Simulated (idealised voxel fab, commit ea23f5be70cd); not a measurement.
The document below concerns the process module designated voxel ribs on slabs.
Section shown: cut. Width: 205 nm. Cell size: 5 nm, square.
Square cells in a grid make up a cross-section in this document, and the grid is given as bands, listed from the top down, each one or more rows of cells. It is stipulated that each band's entry specify, in nanometres, the height of the top of the band and then that of its bottom, followed by the materials of the band in left-to-right sequence, each together with its width in nanometres. A single material marked by the word "everywhere" is understood to fill the band from edge to edge; the word "empty" is understood to denote empty space. Heads up on the height convention: 0 is the point under which the incoming wafer is all one material, and the lowest band has no bottom, it just keeps going down, like "0 and below". A width such as "30..40" changes by the same amount from each row of cells to the next, from the band's top row to its bottom row. "nothing changed" after a step means that no cell of the cross-section changed. "Sealed internal voids" contains a list of empty spaces, each no smaller than 8 cells and without an open way to the top, written in the form width x height at distance with the distance from the left edge and all three in nm. Heads up: the bit after the settings on a step's line is the simulator's remark on that step. The optional step-line setting "overlay nm" applies to steps with a mask and quantifies how far to the right of its planned location the mask lay, a negative value indicating leftward placement.

-- Here's what the planned process steps look like
1. RECEIVE | material Si
2. DIRECTIONAL_DEP | material SiO2 | thk nm 30
3. DIRECTIONAL_DEP | material polySi | thk nm 25
4. MASKED_ETCH | tone cover | mask id RIB | width nm 30 | etch materials polySi | depth nm 5 | overlay nm 0
5. DIRECTIONAL_DEP | material aC | thk nm 15
6. PATTERN | tone cover | mask id SLAB | material resist | width nm 70 | thk nm 35 | overlay nm 0
7. DIRECTIONAL_ETCH | etch materials aC | depth nm 15
8. STRIP | etch materials resist
9. DIRECTIONAL_ETCH | etch materials polySi | depth nm 20
10. STRIP | etch materials aC
11. FILL_DEP | material SiO2 | thk nm 25
12. CMP | height nm 70
13. DIRECTIONAL_DEP | material W | thk nm 10
14. MASKED_ETCH | tone cover | mask id HEATER | width nm 40 | etch materials W | depth nm 10 | overlay nm 0
15. CONFORMAL_DEP | material SiN | thk nm 5

-- Run as planned: first of two wafers

-- This is the cross-section of the wafer as we received it, i.e. after step 1
* 0 and below = Si everywhere
* Sealed internal voids: none

-- The following cross-section depicts the wafer upon completion of step 2
* 30 down to 0 = SiO2 everywhere
* Below 0 it's all the same as before, nothing changed down there.

-- The following cross-section depicts the wafer upon completion of step 3
* 55 down to 30 = polySi everywhere
* Below 30 it's all the same as before, nothing changed down there.

-- The following cross-section depicts the wafer upon completion of step 4
* 55 down to 50 = empty 85, polySi 30, empty 90
* Below 50 it's all the same as before, nothing changed down there.

-- The following cross-section depicts the wafer upon completion of step 5
* 70 down to 65 = empty 85, aC 30, empty 90
* 65 down to 55 = aC everywhere
* 55 down to 50 = aC 85, polySi 30, aC 90
* Below 50 it's all the same as before, nothing changed down there.

-- The following cross-section depicts the wafer upon completion of step 6
* 105 down to 70 = empty 65, resist 70, empty 70
* 70 down to 65 = empty 65, resist 20, aC 30, resist 20, empty 70
* Below 65 it's all the same as before, nothing changed down there.

-- The following cross-section depicts the wafer upon completion of step 7
* 90 down to 70 = empty 65, resist 70, empty 70
* 70 down to 65 = empty 65, resist 20, aC 30, resist 20, empty 70
* 65 down to 55 = empty 65, aC 70, empty 70
* 55 down to 50 = empty 65, aC 20, polySi 30, aC 20, empty 70
* Below 50 it's all the same as before, nothing changed down there.

-- The following cross-section depicts the wafer upon completion of step 8
* 70 down to 65 = empty 85, aC 30, empty 90
* Below 65 it's all the same as before, nothing changed down there.

-- The following cross-section depicts the wafer upon completion of step 9
* 70 down to 65 = empty 85, aC 30, empty 90
* 65 down to 55 = empty 65, aC 70, empty 70
* 55 down to 50 = empty 65, aC 20, polySi 30, aC 20, empty 70
* 50 down to 30 = empty 65, polySi 70, empty 70
* Below 30 it's all the same as before, nothing changed down there.

-- The following cross-section depicts the wafer upon completion of step 10
* 55 down to 50 = empty 85, polySi 30, empty 90
* Below 50 it's all the same as before, nothing changed down there.

-- The following cross-section depicts the wafer upon completion of step 11
* 80 down to 55 = SiO2 everywhere
* 55 down to 50 = SiO2 85, polySi 30, SiO2 90
* 50 down to 30 = SiO2 65, polySi 70, SiO2 70
* Below 30 it's all the same as before, nothing changed down there.

-- The following cross-section depicts the wafer upon completion of step 12
* 70 down to 55 = SiO2 everywhere
* Below 55 it's all the same as before, nothing changed down there.

-- The following cross-section depicts the wafer upon completion of step 13
* 80 down to 70 = W everywhere
* Below 70 it's all the same as before, nothing changed down there.

-- The following cross-section depicts the wafer upon completion of step 14
* 80 down to 70 = empty 80, W 40, empty 85
* Below 70 it's all the same as before, nothing changed down there.

-- The following cross-section depicts the wafer upon completion of step 15
* 85 down to 80 = empty 75, SiN 50, empty 80
* 80 down to 75 = empty 75, SiN 5, W 40, SiN 5, empty 80
* 75 down to 70 = SiN 80, W 40, SiN 85
* Below 70 it's all the same as before, nothing changed down there.

-- Okay, second wafer. Nothing different at the start, nothing different in the plan, just one mistake somewhere in the running. As far as step 3, counting that step, it's the first wafer all over again

-- Cross-sectional representation of the second wafer at the time designated in the plan for the completion of step 4
* 55 down to 50 = polySi 85, empty 30, polySi 90
* Below 50 it's all the same as before, nothing changed down there.

-- Cross-sectional representation of the second wafer at the time designated in the plan for the completion of step 5
* 70 down to 65 = aC 85, empty 30, aC 90
* 65 down to 55 = aC everywhere
* 55 down to 50 = polySi 85, aC 30, polySi 90
* Below 50 it's all the same as before, nothing changed down there.

-- Cross-sectional representation of the second wafer at the time designated in the plan for the completion of step 6
* 105 down to 70 = empty 65, resist 70, empty 70
* 70 down to 65 = aC 85, resist 30, aC 90
* Below 65 it's all the same as before, nothing changed down there.

-- Cross-sectional representation of the second wafer at the time designated in the plan for the completion of step 7
* 90 down to 70 = empty 65, resist 70, empty 70
* 70 down to 65 = empty 65, aC 20, resist 30, aC 20, empty 70
* 65 down to 55 = empty 65, aC 70, empty 70
* Below 55 it's all the same as before, nothing changed down there.

-- Cross-sectional representation of the second wafer at the time designated in the plan for the completion of step 8
* 70 down to 65 = empty 65, aC 20, empty 30, aC 20, empty 70
* Below 65 it's all the same as before, nothing changed down there.

-- Cross-sectional representation of the second wafer at the time designated in the plan for the completion of step 9
* 70 down to 65 = empty 65, aC 20, empty 30, aC 20, empty 70
* 65 down to 55 = empty 65, aC 70, empty 70
* 55 down to 50 = empty 65, polySi 20, aC 30, polySi 20, empty 70
* 50 down to 35 = empty 65, polySi 70, empty 70
* Below 35 it's all the same as before, nothing changed down there.

-- Cross-sectional representation of the second wafer at the time designated in the plan for the completion of step 10
* 55 down to 50 = empty 65, polySi 20, empty 30, polySi 20, empty 70
* Below 50 it's all the same as before, nothing changed down there.

-- Cross-sectional representation of the second wafer at the time designated in the plan for the completion of step 11
* 80 down to 55 = SiO2 everywhere
* 55 down to 50 = SiO2 65, polySi 20, SiO2 30, polySi 20, SiO2 70
* 50 down to 35 = SiO2 65, polySi 70, SiO2 70
* Below 35 it's all the same as before, nothing changed down there.

-- Cross-sectional representation of the second wafer at the time designated in the plan for the completion of step 12
* 70 down to 55 = SiO2 everywhere
* Below 55 it's all the same as before, nothing changed down there.

-- Cross-sectional representation of the second wafer at the time designated in the plan for the completion of step 13
* 80 down to 70 = W everywhere
* Below 70 it's all the same as before, nothing changed down there.

-- Cross-sectional representation of the second wafer at the time designated in the plan for the completion of step 14
* 80 down to 70 = empty 80, W 40, empty 85
* Below 70 it's all the same as before, nothing changed down there.

-- Cross-sectional representation of the second wafer at the time designated in the plan for the completion of step 15
* 85 down to 80 = empty 75, SiN 50, empty 80
* 80 down to 75 = empty 75, SiN 5, W 40, SiN 5, empty 80
* 75 down to 70 = SiN 80, W 40, SiN 85
* Below 70 it's all the same as before, nothing changed down there.
What went wrong in running the wafer? planned and actual differ for step 4; actual: MASKED_ETCH | tone open | mask id RIB | width nm 30 | etch materials polySi | depth nm 5 | overlay nm 0
Final comparison by cell count, materials where the second wafer has more or fewer than the first: SiO2 -29 | polySi +29
